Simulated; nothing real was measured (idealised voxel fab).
process module | voxel plated lines
cross-section cut | 300 nm wide | cells 5 nm
A cross-section is a grid of square cells, given in bands from the top down. A band is one or more rows of cells.
Each band's line starts with the height of the band's top and of its bottom, in nm. Then come its materials from left to right, each with its width in nm. One material with "throughout" fills the band from edge to edge. "air" is empty space.
Height 0 is the level under which the wafer as received is all one material. The lowest band goes on downwards, as in "0 down".
A width such as "30 to 40" changes by the same amount from each row of cells to the next, from the band's top row to its bottom row.
"no change" after a step means that no cell of the cross-section changed.
closed voids: empty space of 8 cells or more with no open way to the top, each as width x height at its distance from the left edge, in nm
after a step's settings: what the simulator itself notes on the step
overlay nm, on a step with a mask: how far to the right of its planned place the mask lay; to the left if negative
plan
1 op RECEIVE | material Si
2 op CONFORMAL_DEP | material Al2O3 | thk nm 10
3 op DIRECTIONAL_DEP | material TiN | thk nm 5
4 op PATTERN | tone open | mask id LINES | material resist | width nm 15 | pitch nm 45 | thk nm 35 | overlay nm 0
5 op EPI | material Ru | thk nm 10
6 op EPI | material Ru | thk nm 10
7 op EPI | material Ru | thk nm 10
8 op STRIP | etch materials resist
9 op DIRECTIONAL_ETCH | etch materials TiN | depth nm 5
10 op CONFORMAL_DEP | material SiN | thk nm 5
as received, after step 1
  0 down: Si throughout
  closed voids: none
first wafer at the end, as planned
  50 to 45: air 90 | SiN 25 | air 20 | SiN 25 | air 20 | SiN 25 | air 95
  45 to 15: air 90 | SiN 5 | Ru 15 | SiN 5 | air 20 | SiN 5 | Ru 15 | SiN 5 | air 20 | SiN 5 | Ru 15 | SiN 5 | air 95
  15 to 10: SiN 95 | TiN 15 | SiN 30 | TiN 15 | SiN 30 | TiN 15 | SiN 100
  10 to 0: Al2O3 throughout
  0 down: Si throughout
  closed voids: none
second wafer at the end: like start, like plan, one mistake
  50 to 45: air 85 | SiN 35 | air 10 | SiN 35 | air 10 | SiN 35 | air 90
  45 to 15: air 85 | SiN 5 | Ru 25 | SiN 5 | air 10 | SiN 5 | Ru 25 | SiN 5 | air 10 | SiN 5 | Ru 25 | SiN 5 | air 90
  15 to 10: SiN 90 | TiN 25 | SiN 20 | TiN 25 | SiN 20 | TiN 25 | SiN 95
  10 to 0: Al2O3 throughout
  0 down: Si throughout
  closed voids: none
what went wrong: step 4 ran as: op PATTERN | tone open | mask id LINES | material resist | width nm 25 | pitch nm 45 | thk nm 35 | overlay nm 0
at the end the second wafer has, in cells: 36 more of Ru | 6 more of TiN
